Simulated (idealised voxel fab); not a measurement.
Herein follows the process module entitled voxel transistor to metal.
We display cut, a cross-section 300 nm in width whose square cells are each 5 nm.
Cross-section format: a grid of square cells, given as bands from top to bottom; each band is one or more rows of cells.
The entry gives the band's vertical extent as a top height and a bottom height in nm, then its horizontal make-up as materials from left to right, each with a width in nm. "empty" stands for empty space; a single material marked "edge to edge" fills the band edge to edge.
Heads up on the height convention: 0 is the point under which the incoming wafer is all one material, and the lowest band has no bottom, it just keeps going down, like "0 nm and below".
Top row gets the first number, bottom row gets the second, and each row in between changes by the same step: that is how a band width like "30..40" works.
Any step labelled "nothing got changed" changed none of the cells in the cross-section.
Enclosed voids (no open way to top), threshold 8 cells or more, entry "Sealed voids", notation width x height at distance, distance from left edge, nm.
Whatever follows a step's settings on its line is a remark the simulator itself makes about that step.
"overlay nm" denotes, for a step that has a mask, the displacement of the mask to the right of its planned place, with negative values corresponding to the left.
Below you will find pairs of cross-sections. In each, one shows the wafer before one process step and the other after it, with the after view ending at the lowest band that changed. Under each pair is the step separating them, along with its settings. Do not assume the pairs form a chain: they can come from different runs of this module on the same starting wafer, and a pair continues from the pair above it only when its "Pre-step" entry says so.
Pre-step:
60 nm to 50 nm = Ru edge to edge
50 nm to 45 nm = TiN: 50 | Ru: 5 | TiN: 65 | Ru: 5 | TiN: 50 | Ru: 5 | TiN: 65 | Ru: 5 | TiN: 50
45 nm to 25 nm = lowk: 45 | TiN: 5 | Ru: 5 | TiN: 5 | lowk: 55 | TiN: 5 | Ru: 5 | TiN: 5 | lowk: 40 | TiN: 5 | Ru: 5 | TiN: 5 | lowk: 55 | TiN: 5 | Ru: 5 | TiN: 5 | lowk: 45
25 nm to 20 nm = SiCN: 45 | TiN: 15 | SiCN: 55 | TiN: 15 | SiCN: 40 | TiN: 15 | SiCN: 55 | TiN: 15 | SiCN: 45
20 nm to 10 nm = SiO2: 45 | TiN: 5 | Ru: 5 | TiN: 5 | SiO2: 55 | TiN: 5 | Ru: 5 | TiN: 5 | SiO2: 40 | TiN: 5 | Ru: 5 | TiN: 5 | SiO2: 55 | TiN: 5 | Ru: 5 | TiN: 5 | SiO2: 45
10 nm to 0 nm = SiO2: 45 | TiN: 5 | Ru: 5 | TiN: 5 | SiO2: 5 | SiN: 10 | HfO2: 5 | TiN: 5 | W: 5 | TiN: 5 | HfO2: 5 | SiN: 10 | SiO2: 5 | TiN: 5 | Ru: 5 | TiN: 5 | SiO2: 40 | TiN: 5 | Ru: 5 | TiN: 5 | SiO2: 5 | SiN: 10 | HfO2: 5 | TiN: 5 | W: 5 | TiN: 5 | HfO2: 5 | SiN: 10 | SiO2: 5 | TiN: 5 | Ru: 5 | TiN: 5 | SiO2: 45
0 nm to -5 nm = SiO2: 35 | SiN: 10 | TiN: 15 | SiO2: 5 | SiN: 10 | HfO2: 5 | TiN: 15 | HfO2: 5 | SiN: 10 | SiO2: 5 | TiN: 15 | SiN: 10 | SiO2: 20 | SiN: 10 | TiN: 15 | SiO2: 5 | SiN: 10 | HfO2: 5 | TiN: 15 | HfO2: 5 | SiN: 10 | SiO2: 5 | TiN: 15 | SiN: 10 | SiO2: 35
-5 nm to -10 nm = SiO2: 45 | nSi: 20 | SiO2: 5 | HfO2: 35 | SiO2: 5 | nSi: 20 | SiO2: 40 | nSi: 20 | SiO2: 5 | HfO2: 35 | SiO2: 5 | nSi: 20 | SiO2: 45
-10 nm to -35 nm = SiO2: 40 | Si: 95 | SiO2: 30 | Si: 95 | SiO2: 40
-35 nm and below = Si edge to edge
Sealed voids: none
As Processed:
45 nm to 25 nm = lowk: 45 | TiN: 5 | Ru: 5 | TiN: 5 | lowk: 55 | TiN: 5 | Ru: 5 | TiN: 5 | lowk: 40 | TiN: 5 | Ru: 5 | TiN: 5 | lowk: 55 | TiN: 5 | Ru: 5 | TiN: 5 | lowk: 45
below 25: unchanged
Sealed voids: none
The transition between the preceding cross-sections is accomplished by CMP with height nm 45
Pre-step: nothing new to draw here, it's the after view of the pair just above.
As Processed:
50 nm to 45 nm = SiCN edge to edge
below 45: unchanged
Sealed voids: none
The transition between the preceding cross-sections is accomplished by CONFORMAL_DEP with material SiCN, thk nm 5
Pre-step: nothing new to draw here, it's the after view of the pair just above.
As Processed:
80 nm to 50 nm = SiO2 edge to edge
below 50: unchanged
Sealed voids: none
The transition between the preceding cross-sections is accomplished by DIRECTIONAL_DEP with material SiO2, thk nm 30
Pre-step: nothing new to draw here, it's the after view of the pair just above.
As Processed:
95 nm to 80 nm = resist: 45 | empty: 15 | resist: 110 | empty: 15 | resist: 115
below 80: unchanged
Sealed voids: none
The transition between the preceding cross-sections is accomplished by PATTERN with tone open, mask id METAL_2, material resist, width nm 15, pitch nm 125, thk nm 15, overlay nm 0
Pre-step: nothing new to draw here, it's the after view of the pair just above.
As Processed:
95 nm to 80 nm = resist: 45 | empty: 15 | resist: 110 | empty: 15 | resist: 115
80 nm to 65 nm = SiO2: 45 | empty: 15 | SiO2: 110 | empty: 15 | SiO2: 115
below 65: unchanged
Sealed voids: none
The transition between the preceding cross-sections is accomplished by DIRECTIONAL_ETCH with etch materials SiO2, depth nm 15
Pre-step: nothing new to draw here, it's the after view of the pair just above.
As Processed:
80 nm to 65 nm = SiO2: 45 | empty: 15 | SiO2: 110 | empty: 15 | SiO2: 115
below 65: unchanged
Sealed voids: none
The transition between the preceding cross-sections is accomplished by STRIP with etch materials resist
Pre-step: nothing new to draw here, it's the after view of the pair just above.
As Processed:
100 nm to 80 nm = resist: 45 | empty: 15 | resist: 110 | empty: 15 | resist: 115
below 80: unchanged
Sealed voids: none
The transition between the preceding cross-sections is accomplished by PATTERN with tone open, mask id METAL_2_HOLES, material resist, width nm 15, pitch nm 125, thk nm 20, overlay nm 0
Pre-step: nothing new to draw here, it's the after view of the pair just above.
As Processed:
100 nm to 80 nm = resist: 45 | empty: 15 | resist: 110 | empty: 15 | resist: 115
80 nm to 50 nm = SiO2: 45 | empty: 15 | SiO2: 110 | empty: 15 | SiO2: 115
below 50: unchanged
Sealed voids: none
The transition between the preceding cross-sections is accomplished by DIRECTIONAL_ETCH with etch materials SiO2, depth nm 15
Pre-step: nothing new to draw here, it's the after view of the pair just above.
As Processed:
100 nm to 80 nm = resist: 45 | empty: 15 | resist: 110 | empty: 15 | resist: 115
80 nm to 50 nm = SiO2: 45 | empty: 15 | SiO2: 110 | empty: 15 | SiO2: 115
50 nm to 45 nm = SiCN: 45 | empty: 15 | SiCN: 110 | empty: 15 | SiCN: 115
below 45: unchanged
Sealed voids: none
The transition between the preceding cross-sections is accomplished by DIRECTIONAL_ETCH with etch materials SiCN, depth nm 5
Pre-step: nothing new to draw here, it's the after view of the pair just above.
As Processed:
80 nm to 50 nm = SiO2: 45 | empty: 15 | SiO2: 110 | empty: 15 | SiO2: 115
below 50: unchanged
Sealed voids: none
The transition between the preceding cross-sections is accomplished by STRIP with etch materials resist
Pre-step: nothing new to draw here, it's the after view of the pair just above.
As Processed:
85 nm to 80 nm = TiN: 50 | empty: 5 | TiN: 120 | empty: 5 | TiN: 120
80 nm to 50 nm = SiO2: 45 | TiN: 5 | empty: 5 | TiN: 5 | SiO2: 110 | TiN: 5 | empty: 5 | TiN: 5 | SiO2: 115
50 nm to 45 nm = SiCN: 45 | TiN: 15 | SiCN: 110 | TiN: 15 | SiCN: 115
below 45: unchanged
Sealed voids: none
The transition between the preceding cross-sections is accomplished by CONFORMAL_DEP with material TiN, thk nm 5
Pre-step: nothing new to draw here, it's the after view of the pair just above.
As Processed:
95 nm to 85 nm = Ru edge to edge
85 nm to 80 nm = TiN: 50 | Ru: 5 | TiN: 120 | Ru: 5 | TiN: 120
80 nm to 50 nm = SiO2: 45 | TiN: 5 | Ru: 5 | TiN: 5 | SiO2: 110 | TiN: 5 | Ru: 5 | TiN: 5 | SiO2: 115
below 50: unchanged
Sealed voids: none
The transition between the preceding cross-sections is accomplished by FILL_DEP with material Ru, thk nm 10
Pre-step: nothing new to draw here, it's the after view of the pair just above.
As Processed:
80 nm to 50 nm = SiO2: 45 | TiN: 5 | Ru: 5 | TiN: 5 | SiO2: 110 | TiN: 5 | Ru: 5 | TiN: 5 | SiO2: 115
below 50: unchanged
Sealed voids: none
The transition between the preceding cross-sections is accomplished by CMP with height nm 80
Pre-step: nothing new to draw here, it's the after view of the pair just above.
As Processed:
85 nm to 80 nm = SiN edge to edge
below 80: unchanged
Sealed voids: none
The transition between the preceding cross-sections is accomplished by CONFORMAL_DEP with material SiN, thk nm 5
Pre-step:
95 nm to 85 nm = Ru edge to edge
85 nm to 80 nm = TiN: 50 | Ru: 5 | TiN: 120 | Ru: 5 | TiN: 120
80 nm to 50 nm = SiO2: 45 | TiN: 5 | Ru: 5 | TiN: 5 | SiO2: 110 | TiN: 5 | Ru: 5 | TiN: 5 | SiO2: 115
50 nm to 45 nm = SiCN: 45 | TiN: 15 | SiCN: 110 | TiN: 15 | SiCN: 115
45 nm to 25 nm = lowk: 45 | TiN: 5 | Ru: 5 | TiN: 5 | lowk: 55 | TiN: 5 | Ru: 5 | TiN: 5 | lowk: 40 | TiN: 5 | Ru: 5 | TiN: 5 | lowk: 55 | TiN: 5 | Ru: 5 | TiN: 5 | lowk: 45
25 nm to 20 nm = SiCN: 45 | TiN: 15 | SiCN: 55 | TiN: 15 | SiCN: 40 | TiN: 15 | SiCN: 55 | TiN: 15 | SiCN: 45
20 nm to 10 nm = SiO2: 45 | TiN: 5 | Ru: 5 | TiN: 5 | SiO2: 55 | TiN: 5 | Ru: 5 | TiN: 5 | SiO2: 40 | TiN: 5 | Ru: 5 | TiN: 5 | SiO2: 55 | TiN: 5 | Ru: 5 | TiN: 5 | SiO2: 45
10 nm to 0 nm = SiO2: 45 | TiN: 5 | Ru: 5 | TiN: 5 | SiO2: 5 | SiN: 10 | HfO2: 5 | TiN: 5 | W: 5 | TiN: 5 | HfO2: 5 | SiN: 10 | SiO2: 5 | TiN: 5 | Ru: 5 | TiN: 5 | SiO2: 40 | TiN: 5 | Ru: 5 | TiN: 5 | SiO2: 5 | SiN: 10 | HfO2: 5 | TiN: 5 | W: 5 | TiN: 5 | HfO2: 5 | SiN: 10 | SiO2: 5 | TiN: 5 | Ru: 5 | TiN: 5 | SiO2: 45
0 nm to -5 nm = SiO2: 35 | SiN: 10 | TiN: 15 | SiO2: 5 | SiN: 10 | HfO2: 5 | TiN: 15 | HfO2: 5 | SiN: 10 | SiO2: 5 | TiN: 15 | SiN: 10 | SiO2: 20 | SiN: 10 | TiN: 15 | SiO2: 5 | SiN: 10 | HfO2: 5 | TiN: 15 | HfO2: 5 | SiN: 10 | SiO2: 5 | TiN: 15 | SiN: 10 | SiO2: 35
-5 nm to -10 nm = SiO2: 45 | nSi: 20 | SiO2: 5 | HfO2: 35 | SiO2: 5 | nSi: 20 | SiO2: 40 | nSi: 20 | SiO2: 5 | HfO2: 35 | SiO2: 5 | nSi: 20 | SiO2: 45
-10 nm to -35 nm = SiO2: 40 | Si: 95 | SiO2: 30 | Si: 95 | SiO2: 40
-35 nm and below = Si edge to edge
Sealed voids: none
As Processed:
100 nm to 95 nm = SiN edge to edge
below 95: unchanged
Sealed voids: none
The transition between the preceding cross-sections is accomplished by CONFORMAL_DEP with material SiN, thk nm 5
Pre-step:
80 nm to 50 nm = SiO2 edge to edge
50 nm to 45 nm = SiCN edge to edge
45 nm to 25 nm = lowk: 45 | TiN: 5 | Ru: 5 | TiN: 5 | lowk: 55 | TiN: 5 | Ru: 5 | TiN: 5 | lowk: 40 | TiN: 5 | Ru: 5 | TiN: 5 | lowk: 55 | TiN: 5 | Ru: 5 | TiN: 5 | lowk: 45
25 nm to 20 nm = SiCN: 45 | TiN: 15 | SiCN: 55 | TiN: 15 | SiCN: 40 | TiN: 15 | SiCN: 55 | TiN: 15 | SiCN: 45
20 nm to 10 nm = SiO2: 45 | TiN: 5 | Ru: 5 | TiN: 5 | SiO2: 55 | TiN: 5 | Ru: 5 | TiN: 5 | SiO2: 40 | TiN: 5 | Ru: 5 | TiN: 5 | SiO2: 55 | TiN: 5 | Ru: 5 | TiN: 5 | SiO2: 45
10 nm to 0 nm = SiO2: 45 | TiN: 5 | Ru: 5 | TiN: 5 | SiO2: 5 | SiN: 10 | HfO2: 5 | TiN: 5 | W: 5 | TiN: 5 | HfO2: 5 | SiN: 10 | SiO2: 5 | TiN: 5 | Ru: 5 | TiN: 5 | SiO2: 40 | TiN: 5 | Ru: 5 | TiN: 5 | SiO2: 5 | SiN: 10 | HfO2: 5 | TiN: 5 | W: 5 | TiN: 5 | HfO2: 5 | SiN: 10 | SiO2: 5 | TiN: 5 | Ru: 5 | TiN: 5 | SiO2: 45
0 nm to -5 nm = SiO2: 35 | SiN: 10 | TiN: 15 | SiO2: 5 | SiN: 10 | HfO2: 5 | TiN: 15 | HfO2: 5 | SiN: 10 | SiO2: 5 | TiN: 15 | SiN: 10 | SiO2: 20 | SiN: 10 | TiN: 15 | SiO2: 5 | SiN: 10 | HfO2: 5 | TiN: 15 | HfO2: 5 | SiN: 10 | SiO2: 5 | TiN: 15 | SiN: 10 | SiO2: 35
-5 nm to -10 nm = SiO2: 45 | nSi: 20 | SiO2: 5 | HfO2: 35 | SiO2: 5 | nSi: 20 | SiO2: 40 | nSi: 20 | SiO2: 5 | HfO2: 35 | SiO2: 5 | nSi: 20 | SiO2: 45
-10 nm to -35 nm = SiO2: 40 | Si: 95 | SiO2: 30 | Si: 95 | SiO2: 40
-35 nm and below = Si edge to edge
Sealed voids: none
As Processed:
110 nm to 50 nm = SiO2 edge to edge
below 50: unchanged
Sealed voids: none
The transition between the preceding cross-sections is accomplished by DIRECTIONAL_DEP with material SiO2, thk nm 30
Pre-step: nothing new to draw here, it's the after view of the pair just above.
As Processed:
125 nm to 110 nm = resist: 45 | empty: 15 | resist: 110 | empty: 15 | resist: 115
below 110: unchanged
Sealed voids: none
The transition between the preceding cross-sections is accomplished by PATTERN with tone open, mask id METAL_2, material resist, width nm 15, pitch nm 125, thk nm 15, overlay nm 0
Pre-step: nothing new to draw here, it's the after view of the pair just above.
As Processed:
125 nm to 110 nm = resist: 45 | empty: 15 | resist: 110 | empty: 15 | resist: 115
110 nm to 95 nm = SiO2: 45 | empty: 15 | SiO2: 110 | empty: 15 | SiO2: 115
below 95: unchanged
Sealed voids: none
The transition between the preceding cross-sections is accomplished by DIRECTIONAL_ETCH with etch materials SiO2, depth nm 15
Pre-step: nothing new to draw here, it's the after view of the pair just above.
As Processed:
110 nm to 95 nm = SiO2: 45 | empty: 15 | SiO2: 110 | empty: 15 | SiO2: 115
below 95: unchanged
Sealed voids: none
The transition between the preceding cross-sections is accomplished by STRIP with etch materials resist
Pre-step: nothing new to draw here, it's the after view of the pair just above.
As Processed:
130 nm to 110 nm = resist: 45 | empty: 15 | resist: 110 | empty: 15 | resist: 115
below 110: unchanged
Sealed voids: none
The transition between the preceding cross-sections is accomplished by PATTERN with tone open, mask id METAL_2_HOLES, material resist, width nm 15, pitch nm 125, thk nm 20, overlay nm 0
Pre-step: nothing new to draw here, it's the after view of the pair just above.
As Processed:
130 nm to 110 nm = resist: 45 | empty: 15 | resist: 110 | empty: 15 | resist: 115
110 nm to 80 nm = SiO2: 45 | empty: 15 | SiO2: 110 | empty: 15 | SiO2: 115
below 80: unchanged
Sealed voids: none
The transition between the preceding cross-sections is accomplished by DIRECTIONAL_ETCH with etch materials SiO2, depth nm 15
Pre-step: nothing new to draw here, it's the after view of the pair just above.
As Processed:
110 nm to 80 nm = SiO2: 45 | empty: 15 | SiO2: 110 | empty: 15 | SiO2: 115
below 80: unchanged
Sealed voids: none
The transition between the preceding cross-sections is accomplished by STRIP with etch materials resist
Pre-step: nothing new to draw here, it's the after view of the pair just above.
As Processed:
115 nm to 110 nm = TiN: 50 | empty: 5 | TiN: 120 | empty: 5 | TiN: 120
110 nm to 85 nm = SiO2: 45 | TiN: 5 | empty: 5 | TiN: 5 | SiO2: 110 | TiN: 5 | empty: 5 | TiN: 5 | SiO2: 115
85 nm to 80 nm = SiO2: 45 | TiN: 15 | SiO2: 110 | TiN: 15 | SiO2: 115
below 80: unchanged
Sealed voids: none
The transition between the preceding cross-sections is accomplished by CONFORMAL_DEP with material TiN, thk nm 5
Pre-step: nothing new to draw here, it's the after view of the pair just above.
As Processed:
125 nm to 115 nm = Ru edge to edge
115 nm to 110 nm = TiN: 50 | Ru: 5 | TiN: 120 | Ru: 5 | TiN: 120
110 nm to 85 nm = SiO2: 45 | TiN: 5 | Ru: 5 | TiN: 5 | SiO2: 110 | TiN: 5 | Ru: 5 | TiN: 5 | SiO2: 115
below 85: unchanged
Sealed voids: none
The transition between the preceding cross-sections is accomplished by FILL_DEP with material Ru, thk nm 10
Pre-step: nothing new to draw here, it's the after view of the pair just above.
As Processed:
80 nm to 50 nm = SiO2 edge to edge
below 50: unchanged
Sealed voids: none
The transition between the preceding cross-sections is accomplished by CMP with height nm 80
Pre-step: nothing new to draw here, it's the after view of the pair just above.
As Processed:
85 nm to 80 nm = SiN edge to edge
below 80: unchanged
Sealed voids: none
The transition between the preceding cross-sections is accomplished by CONFORMAL_DEP with material SiN, thk nm 5
Pre-step:
15 nm to 10 nm = empty: 65 | SiN: 10 | empty: 25 | SiN: 10 | empty: 80 | SiN: 10 | empty: 25 | SiN: 10 | empty: 65
10 nm to 0 nm = SiO2: 65 | SiN: 10 | empty: 25 | SiN: 10 | SiO2: 80 | SiN: 10 | empty: 25 | SiN: 10 | SiO2: 65
0 nm to -5 nm = SiO2: 35 | SiN: 10 | SiO2: 20 | SiN: 10 | empty: 25 | SiN: 10 | SiO2: 20 | SiN: 10 | SiO2: 20 | SiN: 10 | SiO2: 20 | SiN: 10 | empty: 25 | SiN: 10 | SiO2: 20 | SiN: 10 | SiO2: 35
-5 nm to -10 nm = SiO2: 45 | nSi: 20 | SiO2: 5 | empty: 35 | SiO2: 5 | nSi: 20 | SiO2: 40 | nSi: 20 | SiO2: 5 | empty: 35 | SiO2: 5 | nSi: 20 | SiO2: 45
-10 nm to -35 nm = SiO2: 40 | Si: 95 | SiO2: 30 | Si: 95 | SiO2: 40
-35 nm and below = Si edge to edge
Sealed voids: none
As Processed:
20 nm to 15 nm = empty: 60 | TiN: 20 | empty: 15 | TiN: 20 | empty: 70 | TiN: 20 | empty: 15 | TiN: 20 | empty: 60
15 nm to 10 nm = TiN: 65 | SiN: 10 | TiN: 5 | empty: 15 | TiN: 5 | SiN: 10 | TiN: 80 | SiN: 10 | TiN: 5 | empty: 15 | TiN: 5 | SiN: 10 | TiN: 65
10 nm to 0 nm = SiO2: 65 | SiN: 10 | TiN: 5 | empty: 15 | TiN: 5 | SiN: 10 | SiO2: 80 | SiN: 10 | TiN: 5 | empty: 15 | TiN: 5 | SiN: 10 | SiO2: 65
0 nm to -5 nm = SiO2: 35 | SiN: 10 | SiO2: 20 | SiN: 10 | TiN: 5 | empty: 15 | TiN: 5 | SiN: 10 | SiO2: 20 | SiN: 10 | SiO2: 20 | SiN: 10 | SiO2: 20 | SiN: 10 | TiN: 5 | empty: 15 | TiN: 5 | SiN: 10 | SiO2: 20 | SiN: 10 | SiO2: 35
-5 nm to -10 nm = SiO2: 45 | nSi: 20 | SiO2: 5 | TiN: 35 | SiO2: 5 | nSi: 20 | SiO2: 40 | nSi: 20 | SiO2: 5 | TiN: 35 | SiO2: 5 | nSi: 20 | SiO2: 45
below -10: unchanged
Sealed voids: none
The transition between the preceding cross-sections is accomplished by CONFORMAL_DEP with material TiN, thk nm 5
Pre-step: nothing new to draw here, it's the after view of the pair just above.
As Processed:
25 nm to 20 nm = empty: 55 | HfO2: 30 | empty: 5 | HfO2: 30 | empty: 60 | HfO2: 30 | empty: 5 | HfO2: 30 | empty: 55
20 nm to 15 nm = HfO2: 60 | TiN: 20 | HfO2: 5 | empty: 5 | HfO2: 5 | TiN: 20 | HfO2: 70 | TiN: 20 | HfO2: 5 | empty: 5 | HfO2: 5 | TiN: 20 | HfO2: 60
15 nm to 10 nm = TiN: 65 | SiN: 10 | TiN: 5 | HfO2: 5 | empty: 5 | HfO2: 5 | TiN: 5 | SiN: 10 | TiN: 80 | SiN: 10 | TiN: 5 | HfO2: 5 | empty: 5 | HfO2: 5 | TiN: 5 | SiN: 10 | TiN: 65
10 nm to 0 nm = SiO2: 65 | SiN: 10 | TiN: 5 | HfO2: 5 | empty: 5 | HfO2: 5 | TiN: 5 | SiN: 10 | SiO2: 80 | SiN: 10 | TiN: 5 | HfO2: 5 | empty: 5 | HfO2: 5 | TiN: 5 | SiN: 10 | SiO2: 65
0 nm to -5 nm = SiO2: 35 | SiN: 10 | SiO2: 20 | SiN: 10 | TiN: 5 | HfO2: 15 | TiN: 5 | SiN: 10 | SiO2: 20 | SiN: 10 | SiO2: 20 | SiN: 10 | SiO2: 20 | SiN: 10 | TiN: 5 | HfO2: 15 | TiN: 5 | SiN: 10 | SiO2: 20 | SiN: 10 | SiO2: 35
below -5: unchanged
Sealed voids: none
The transition between the preceding cross-sections is accomplished by CONFORMAL_DEP with material HfO2, thk nm 5
Pre-step: nothing new to draw here, it's the after view of the pair just above.
As Processed:
30 nm to 25 nm = W edge to edge
25 nm to 20 nm = W: 55 | HfO2: 30 | W: 5 | HfO2: 30 | W: 60 | HfO2: 30 | W: 5 | HfO2: 30 | W: 55
20 nm to 15 nm = HfO2: 60 | TiN: 20 | HfO2: 5 | W: 5 | HfO2: 5 | TiN: 20 | HfO2: 70 | TiN: 20 | HfO2: 5 | W: 5 | HfO2: 5 | TiN: 20 | HfO2: 60
15 nm to 10 nm = TiN: 65 | SiN: 10 | TiN: 5 | HfO2: 5 | W: 5 | HfO2: 5 | TiN: 5 | SiN: 10 | TiN: 80 | SiN: 10 | TiN: 5 | HfO2: 5 | W: 5 | HfO2: 5 | TiN: 5 | SiN: 10 | TiN: 65
10 nm to 0 nm = SiO2: 65 | SiN: 10 | TiN: 5 | HfO2: 5 | W: 5 | HfO2: 5 | TiN: 5 | SiN: 10 | SiO2: 80 | SiN: 10 | TiN: 5 | HfO2: 5 | W: 5 | HfO2: 5 | TiN: 5 | SiN: 10 | SiO2: 65
below 0: unchanged
Sealed voids: none
The transition between the preceding cross-sections is accomplished by FILL_DEP with material W, thk nm 5
Pre-step: nothing new to draw here, it's the after view of the pair just above.
As Processed:
10 nm to 0 nm = SiO2: 65 | SiN: 10 | TiN: 5 | HfO2: 5 | W: 5 | HfO2: 5 | TiN: 5 | SiN: 10 | SiO2: 80 | SiN: 10 | TiN: 5 | HfO2: 5 | W: 5 | HfO2: 5 | TiN: 5 | SiN: 10 | SiO2: 65
below 0: unchanged
Sealed voids: none
The transition between the preceding cross-sections is accomplished by CMP with height nm 10
Pre-step: nothing new to draw here, it's the after view of the pair just above.
As Processed:
20 nm to 10 nm = SiO2 edge to edge
below 10: unchanged
Sealed voids: none
The transition between the preceding cross-sections is accomplished by DIRECTIONAL_DEP with material SiO2, thk nm 10
Pre-step: nothing new to draw here, it's the after view of the pair just above.
As Processed:
40 nm to 20 nm = resist: 45 | empty: 15 | resist: 55 | empty: 15 | resist: 40 | empty: 15 | resist: 55 | empty: 15 | resist: 45
below 20: unchanged
Sealed voids: none
The transition between the preceding cross-sections is accomplished by PATTERN with tone open, mask id CONTACT, material resist, width nm 15, thk nm 20, overlay nm 0
Pre-step: nothing new to draw here, it's the after view of the pair just above.
As Processed:
40 nm to 20 nm = resist: 45 | empty: 15 | resist: 55 | empty: 15 | resist: 40 | empty: 15 | resist: 55 | empty: 15 | resist: 45
20 nm to 10 nm = SiO2: 45 | empty: 15 | SiO2: 55 | empty: 15 | SiO2: 40 | empty: 15 | SiO2: 55 | empty: 15 | SiO2: 45
10 nm to 0 nm = SiO2: 45 | empty: 15 | SiO2: 5 | SiN: 10 | TiN: 5 | HfO2: 5 | W: 5 | HfO2: 5 | TiN: 5 | SiN: 10 | SiO2: 5 | empty: 15 | SiO2: 40 | empty: 15 | SiO2: 5 | SiN: 10 | TiN: 5 | HfO2: 5 | W: 5 | HfO2: 5 | TiN: 5 | SiN: 10 | SiO2: 5 | empty: 15 | SiO2: 45
0 nm to -5 nm = SiO2: 35 | SiN: 10 | empty: 15 | SiO2: 5 | SiN: 10 | TiN: 5 | HfO2: 15 | TiN: 5 | SiN: 10 | SiO2: 5 | empty: 15 | SiN: 10 | SiO2: 20 | SiN: 10 | empty: 15 | SiO2: 5 | SiN: 10 | TiN: 5 | HfO2: 15 | TiN: 5 | SiN: 10 | SiO2: 5 | empty: 15 | SiN: 10 | SiO2: 35
below -5: unchanged
Sealed voids: none
The transition between the preceding cross-sections is accomplished by DIRECTIONAL_ETCH with etch materials SiO2, depth nm 25
Pre-step: nothing new to draw here, it's the after view of the pair just above.
As Processed:
20 nm to 10 nm = SiO2: 45 | empty: 15 | SiO2: 55 | empty: 15 | SiO2: 40 | empty: 15 | SiO2: 55 | empty: 15 | SiO2: 45
below 10: unchanged
Sealed voids: none
The transition between the preceding cross-sections is accomplished by STRIP with etch materials resist
Pre-step: nothing new to draw here, it's the after view of the pair just above.
As Processed:
25 nm to 20 nm = TiN: 50 | empty: 5 | TiN: 65 | empty: 5 | TiN: 50 | empty: 5 | TiN: 65 | empty: 5 | TiN: 50
20 nm to 10 nm = SiO2: 45 | TiN: 5 | empty: 5 | TiN: 5 | SiO2: 55 | TiN: 5 | empty: 5 | TiN: 5 | SiO2: 40 | TiN: 5 | empty: 5 | TiN: 5 | SiO2: 55 | TiN: 5 | empty: 5 | TiN: 5 | SiO2: 45
10 nm to 0 nm = SiO2: 45 | TiN: 5 | empty: 5 | TiN: 5 | SiO2: 5 | SiN: 10 | TiN: 5 | HfO2: 5 | W: 5 | HfO2: 5 | TiN: 5 | SiN: 10 | SiO2: 5 | TiN: 5 | empty: 5 | TiN: 5 | SiO2: 40 | TiN: 5 | empty: 5 | TiN: 5 | SiO2: 5 | SiN: 10 | TiN: 5 | HfO2: 5 | W: 5 | HfO2: 5 | TiN: 5 | SiN: 10 | SiO2: 5 | TiN: 5 | empty: 5 | TiN: 5 | SiO2: 45
0 nm to -5 nm = SiO2: 35 | SiN: 10 | TiN: 15 | SiO2: 5 | SiN: 10 | TiN: 5 | HfO2: 15 | TiN: 5 | SiN: 10 | SiO2: 5 | TiN: 15 | SiN: 10 | SiO2: 20 | SiN: 10 | TiN: 15 | SiO2: 5 | SiN: 10 | TiN: 5 | HfO2: 15 | TiN: 5 | SiN: 10 | SiO2: 5 | TiN: 15 | SiN: 10 | SiO2: 35
below -5: unchanged
Sealed voids: none
The transition between the preceding cross-sections is accomplished by CONFORMAL_DEP with material TiN, thk nm 5
Pre-step: nothing new to draw here, it's the after view of the pair just above.
As Processed:
35 nm to 25 nm = Ru edge to edge
25 nm to 20 nm = TiN: 50 | Ru: 5 | TiN: 65 | Ru: 5 | TiN: 50 | Ru: 5 | TiN: 65 | Ru: 5 | TiN: 50
20 nm to 10 nm = SiO2: 45 | TiN: 5 | Ru: 5 | TiN: 5 | SiO2: 55 | TiN: 5 | Ru: 5 | TiN: 5 | SiO2: 40 | TiN: 5 | Ru: 5 | TiN: 5 | SiO2: 55 | TiN: 5 | Ru: 5 | TiN: 5 | SiO2: 45
10 nm to 0 nm = SiO2: 45 | TiN: 5 | Ru: 5 | TiN: 5 | SiO2: 5 | SiN: 10 | TiN: 5 | HfO2: 5 | W: 5 | HfO2: 5 | TiN: 5 | SiN: 10 | SiO2: 5 | TiN: 5 | Ru: 5 | TiN: 5 | SiO2: 40 | TiN: 5 | Ru: 5 | TiN: 5 | SiO2: 5 | SiN: 10 | TiN: 5 | HfO2: 5 | W: 5 | HfO2: 5 | TiN: 5 | SiN: 10 | SiO2: 5 | TiN: 5 | Ru: 5 | TiN: 5 | SiO2: 45
below 0: unchanged
Sealed voids: none
The transition between the preceding cross-sections is accomplished by FILL_DEP with material Ru, thk nm 10
Pre-step: nothing new to draw here, it's the after view of the pair just above.
As Processed:
20 nm to 10 nm = SiO2: 45 | TiN: 5 | Ru: 5 | TiN: 5 | SiO2: 55 | TiN: 5 | Ru: 5 | TiN: 5 | SiO2: 40 | TiN: 5 | Ru: 5 | TiN: 5 | SiO2: 55 | TiN: 5 | Ru: 5 | TiN: 5 | SiO2: 45
below 10: unchanged
Sealed voids: none
The transition between the preceding cross-sections is accomplished by CMP with height nm 20
Pre-step: nothing new to draw here, it's the after view of the pair just above.
As Processed:
25 nm to 20 nm = SiCN edge to edge
below 20: unchanged
Sealed voids: none
The transition between the preceding cross-sections is accomplished by CONFORMAL_DEP with material SiCN, thk nm 5
Pre-step: nothing new to draw here, it's the after view of the pair just above.
As Processed:
45 nm to 25 nm = lowk edge to edge
below 25: unchanged
Sealed voids: none
The transition between the preceding cross-sections is accomplished by DIRECTIONAL_DEP with material lowk, thk nm 20
Pre-step: nothing new to draw here, it's the after view of the pair just above.
As Processed:
55 nm to 45 nm = aC edge to edge
below 45: unchanged
Sealed voids: none
The transition between the preceding cross-sections is accomplished by DIRECTIONAL_DEP with material aC, thk nm 10
Pre-step: nothing new to draw here, it's the after view of the pair just above.
As Processed:
85 nm to 55 nm = resist: 45 | empty: 15 | resist: 55 | empty: 15 | resist: 40 | empty: 15 | resist: 55 | empty: 15 | resist: 45
below 55: unchanged
Sealed voids: none
The transition between the preceding cross-sections is accomplished by PATTERN with tone open, mask id METAL_1, material resist, width nm 15, thk nm 30, overlay nm 0
Pre-step: nothing new to draw here, it's the after view of the pair just above.
As Processed:
75 nm to 55 nm = resist: 45 | empty: 15 | resist: 55 | empty: 15 | resist: 40 | empty: 15 | resist: 55 | empty: 15 | resist: 45
55 nm to 45 nm = aC: 45 | empty: 15 | aC: 55 | empty: 15 | aC: 40 | empty: 15 | aC: 55 | empty: 15 | aC: 45
below 45: unchanged
Sealed voids: none
The transition between the preceding cross-sections is accomplished by DIRECTIONAL_ETCH with etch materials aC, depth nm 10
Pre-step: nothing new to draw here, it's the after view of the pair just above.
As Processed:
55 nm to 45 nm = aC: 45 | empty: 15 | aC: 55 | empty: 15 | aC: 40 | empty: 15 | aC: 55 | empty: 15 | aC: 45
below 45: unchanged
Sealed voids: none
The transition between the preceding cross-sections is accomplished by STRIP with etch materials resist
